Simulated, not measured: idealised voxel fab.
Name of the process module below: voxel double patterning
The width of the displayed cross-section, cut, is 255 nm; its cells are square, with a size of 5 nm.
Cross-sections here: square-cell grids, written as top-down lists of bands, a band being one or more rows of cells.
Each band's line starts with the height of the band's top and of its bottom, in nm. Then come its materials from left to right, each with its width in nm. One material with "throughout" fills the band from edge to edge. "blank" is empty space.
It should be noted that heights are counted from 0, beneath which the wafer as supplied is of one material throughout, and that the lowest band possesses no lower boundary but continues downward, as written in "from 0 down".
Quick explanation for "30->40": the width changes in equal steps down the rows of cells, from the first number in the band's top row to the second number in its bottom row.
A step reported as "no modification" is a step in which no cell of the cross-section changed.
In the "Closed void catalog" entry, you get each enclosed empty space of 8 cells or more, one with no open way to the top, written width x height at distance, distance from the left edge, in nm.
That trailing text on a step's line, after the settings, is the simulator's own remark on the step.
The line of a step may include "overlay nm". On a step with a mask, this value is how far to the right of its planned place the mask lay. A negative value means the mask lay to the left.

PLAN
1,RECEIVE with material Si
2,CONFORMAL_DEP with material SiO2, thk nm 5
3,DIRECTIONAL_DEP with material polySi, thk nm 10
4,DIRECTIONAL_DEP with material SiN, thk nm 5
5,PATTERN with tone open, mask id FIRST, material resist, width nm 15, pitch nm 50, thk nm 20, overlay nm 0
6,DIRECTIONAL_ETCH with etch materials SiN, depth nm 5
7,STRIP with etch materials resist
8,DIRECTIONAL_DEP with material aC, thk nm 10
9,PATTERN with tone open, mask id SECOND, material resist, width nm 15, pitch nm 50, thk nm 30, overlay nm 0
10,DIRECTIONAL_ETCH with etch materials aC, depth nm 10
11,STRIP with etch materials resist
12,DIRECTIONAL_ETCH with etch materials SiN, depth nm 5
13,STRIP with etch materials aC
14,DIRECTIONAL_ETCH with etch materials polySi, depth nm 10
15,STRIP with etch materials SiN

THE FIRST OF TWO WAFERS, RUN AS PLANNED

INCOMING WAFER, CROSS-SECTIONAL VIEW, POST STEP 1
from 0 down = Si throughout
Closed void catalog: none

STEP 2 COMPLETE: CROSS-SECTION THROUGH THE WAFER
from 5 to 0 = SiO2 throughout
Nothing below the height 0 has changed.

STEP 3 COMPLETE: CROSS-SECTION THROUGH THE WAFER
from 15 to 5 = polySi throughout
Nothing below the height 5 has changed.

STEP 4 COMPLETE: CROSS-SECTION THROUGH THE WAFER
from 20 to 15 = SiN throughout
Nothing below the height 15 has changed.

STEP 5 COMPLETE: CROSS-SECTION THROUGH THE WAFER
from 40 to 20 = 70 resist, 15 blank, 35 resist, 15 blank, 35 resist, 15 blank, 70 resist
Nothing below the height 20 has changed.

STEP 6 COMPLETE: CROSS-SECTION THROUGH THE WAFER
from 40 to 20 = 70 resist, 15 blank, 35 resist, 15 blank, 35 resist, 15 blank, 70 resist
from 20 to 15 = 70 SiN, 15 blank, 35 SiN, 15 blank, 35 SiN, 15 blank, 70 SiN
Nothing below the height 15 has changed.

STEP 7 COMPLETE: CROSS-SECTION THROUGH THE WAFER
from 20 to 15 = 70 SiN, 15 blank, 35 SiN, 15 blank, 35 SiN, 15 blank, 70 SiN
Nothing below the height 15 has changed.

STEP 8 COMPLETE: CROSS-SECTION THROUGH THE WAFER
from 30 to 25 = 70 aC, 15 blank, 35 aC, 15 blank, 35 aC, 15 blank, 70 aC
from 25 to 20 = aC throughout
from 20 to 15 = 70 SiN, 15 aC, 35 SiN, 15 aC, 35 SiN, 15 aC, 70 SiN
Nothing below the height 15 has changed.

STEP 9 COMPLETE: CROSS-SECTION THROUGH THE WAFER
from 60 to 30 = 95 resist, 15 blank, 35 resist, 15 blank, 95 resist
from 30 to 25 = 70 aC, 15 resist, 35 aC, 15 resist, 35 aC, 15 resist, 70 aC
Nothing below the height 25 has changed.

STEP 10 COMPLETE: CROSS-SECTION THROUGH THE WAFER
from 50 to 30 = 95 resist, 15 blank, 35 resist, 15 blank, 95 resist
from 30 to 25 = 70 aC, 15 resist, 10 aC, 15 blank, 10 aC, 15 resist, 10 aC, 15 blank, 10 aC, 15 resist, 70 aC
from 25 to 20 = 95 aC, 15 blank, 35 aC, 15 blank, 95 aC
Nothing below the height 20 has changed.

STEP 11 COMPLETE: CROSS-SECTION THROUGH THE WAFER
from 30 to 25 = 70 aC, 15 blank, 10 aC, 15 blank, 10 aC, 15 blank, 10 aC, 15 blank, 10 aC, 15 blank, 70 aC
Nothing below the height 25 has changed.

STEP 12 COMPLETE: CROSS-SECTION THROUGH THE WAFER
from 30 to 25 = 70 aC, 15 blank, 10 aC, 15 blank, 10 aC, 15 blank, 10 aC, 15 blank, 10 aC, 15 blank, 70 aC
from 25 to 20 = 95 aC, 15 blank, 35 aC, 15 blank, 95 aC
from 20 to 15 = 70 SiN, 15 aC, 10 SiN, 15 blank, 10 SiN, 15 aC, 10 SiN, 15 blank, 10 SiN, 15 aC, 70 SiN
Nothing below the height 15 has changed.

STEP 13 COMPLETE: CROSS-SECTION THROUGH THE WAFER
from 20 to 15 = 70 SiN, 15 blank, 10 SiN, 15 blank, 10 SiN, 15 blank, 10 SiN, 15 blank, 10 SiN, 15 blank, 70 SiN
Nothing below the height 15 has changed.

STEP 14 COMPLETE: CROSS-SECTION THROUGH THE WAFER
from 20 to 15 = 70 SiN, 15 blank, 10 SiN, 15 blank, 10 SiN, 15 blank, 10 SiN, 15 blank, 10 SiN, 15 blank, 70 SiN
from 15 to 5 = 70 polySi, 15 blank, 10 polySi, 15 blank, 10 polySi, 15 blank, 10 polySi, 15 blank, 10 polySi, 15 blank, 70 polySi
Nothing below the height 5 has changed.

STEP 15 COMPLETE: CROSS-SECTION THROUGH THE WAFER
from 15 to 5 = 70 polySi, 15 blank, 10 polySi, 15 blank, 10 polySi, 15 blank, 10 polySi, 15 blank, 10 polySi, 15 blank, 70 polySi
Nothing below the height 5 has changed.

WAFER TWO OF TWO - SAME STARTING POINT, SAME PROCESS PLAN, ONE MISTAKE IN EXECUTION; MATCHES WAFER ONE UP TO AND INCLUDING STEP 4

SECOND WAFER PROFILE IN SECTION, AT THE MOMENT STEP 5 OF THE PLAN WAS MEANT TO BE COMPLETE
from 40 to 20 = 70 resist, 20 blank, 30 resist, 20 blank, 30 resist, 20 blank, 65 resist
Nothing below the height 20 has changed.

SECOND WAFER PROFILE IN SECTION, AT THE MOMENT STEP 6 OF THE PLAN WAS MEANT TO BE COMPLETE
from 40 to 20 = 70 resist, 20 blank, 30 resist, 20 blank, 30 resist, 20 blank, 65 resist
from 20 to 15 = 70 SiN, 20 blank, 30 SiN, 20 blank, 30 SiN, 20 blank, 65 SiN
Nothing below the height 15 has changed.

SECOND WAFER PROFILE IN SECTION, AT THE MOMENT STEP 7 OF THE PLAN WAS MEANT TO BE COMPLETE
from 20 to 15 = 70 SiN, 20 blank, 30 SiN, 20 blank, 30 SiN, 20 blank, 65 SiN
Nothing below the height 15 has changed.

SECOND WAFER PROFILE IN SECTION, AT THE MOMENT STEP 8 OF THE PLAN WAS MEANT TO BE COMPLETE
from 30 to 25 = 70 aC, 20 blank, 30 aC, 20 blank, 30 aC, 20 blank, 65 aC
from 25 to 20 = aC throughout
from 20 to 15 = 70 SiN, 20 aC, 30 SiN, 20 aC, 30 SiN, 20 aC, 65 SiN
Nothing below the height 15 has changed.

SECOND WAFER PROFILE IN SECTION, AT THE MOMENT STEP 9 OF THE PLAN WAS MEANT TO BE COMPLETE
from 60 to 30 = 95 resist, 15 blank, 35 resist, 15 blank, 95 resist
from 30 to 25 = 70 aC, 20 resist, 30 aC, 20 resist, 30 aC, 20 resist, 65 aC
Nothing below the height 25 has changed.

SECOND WAFER PROFILE IN SECTION, AT THE MOMENT STEP 10 OF THE PLAN WAS MEANT TO BE COMPLETE
from 50 to 30 = 95 resist, 15 blank, 35 resist, 15 blank, 95 resist
from 30 to 25 = 70 aC, 20 resist, 5 aC, 15 blank, 10 aC, 20 resist, 5 aC, 15 blank, 10 aC, 20 resist, 65 aC
from 25 to 20 = 95 aC, 15 blank, 35 aC, 15 blank, 95 aC
Nothing below the height 20 has changed.

SECOND WAFER PROFILE IN SECTION, AT THE MOMENT STEP 11 OF THE PLAN WAS MEANT TO BE COMPLETE
from 30 to 25 = 70 aC, 20 blank, 5 aC, 15 blank, 10 aC, 20 blank, 5 aC, 15 blank, 10 aC, 20 blank, 65 aC
Nothing below the height 25 has changed.

SECOND WAFER PROFILE IN SECTION, AT THE MOMENT STEP 12 OF THE PLAN WAS MEANT TO BE COMPLETE
from 30 to 25 = 70 aC, 20 blank, 5 aC, 15 blank, 10 aC, 20 blank, 5 aC, 15 blank, 10 aC, 20 blank, 65 aC
from 25 to 20 = 95 aC, 15 blank, 35 aC, 15 blank, 95 aC
from 20 to 15 = 70 SiN, 20 aC, 5 SiN, 15 blank, 10 SiN, 20 aC, 5 SiN, 15 blank, 10 SiN, 20 aC, 65 SiN
Nothing below the height 15 has changed.

SECOND WAFER PROFILE IN SECTION, AT THE MOMENT STEP 13 OF THE PLAN WAS MEANT TO BE COMPLETE
from 20 to 15 = 70 SiN, 20 blank, 5 SiN, 15 blank, 10 SiN, 20 blank, 5 SiN, 15 blank, 10 SiN, 20 blank, 65 SiN
Nothing below the height 15 has changed.

SECOND WAFER PROFILE IN SECTION, AT THE MOMENT STEP 14 OF THE PLAN WAS MEANT TO BE COMPLETE
from 20 to 15 = 70 SiN, 20 blank, 5 SiN, 15 blank, 10 SiN, 20 blank, 5 SiN, 15 blank, 10 SiN, 20 blank, 65 SiN
from 15 to 5 = 70 polySi, 20 blank, 5 polySi, 15 blank, 10 polySi, 20 blank, 5 polySi, 15 blank, 10 polySi, 20 blank, 65 polySi
Nothing below the height 5 has changed.

SECOND WAFER PROFILE IN SECTION, AT THE MOMENT STEP 15 OF THE PLAN WAS MEANT TO BE COMPLETE
from 15 to 5 = 70 polySi, 20 blank, 5 polySi, 15 blank, 10 polySi, 20 blank, 5 polySi, 15 blank, 10 polySi, 20 blank, 65 polySi
Nothing below the height 5 has changed.
What went wrong in running the wafer? heads up, step 5 didn't go per plan, it actually ran as PATTERN with tone open, mask id FIRST, material resist, width nm 20, pitch nm 50, thk nm 20, overlay nm 0
The final cell counts differ between the wafers, with the second having more or fewer of some materials than the first: polySi: 6 fewer
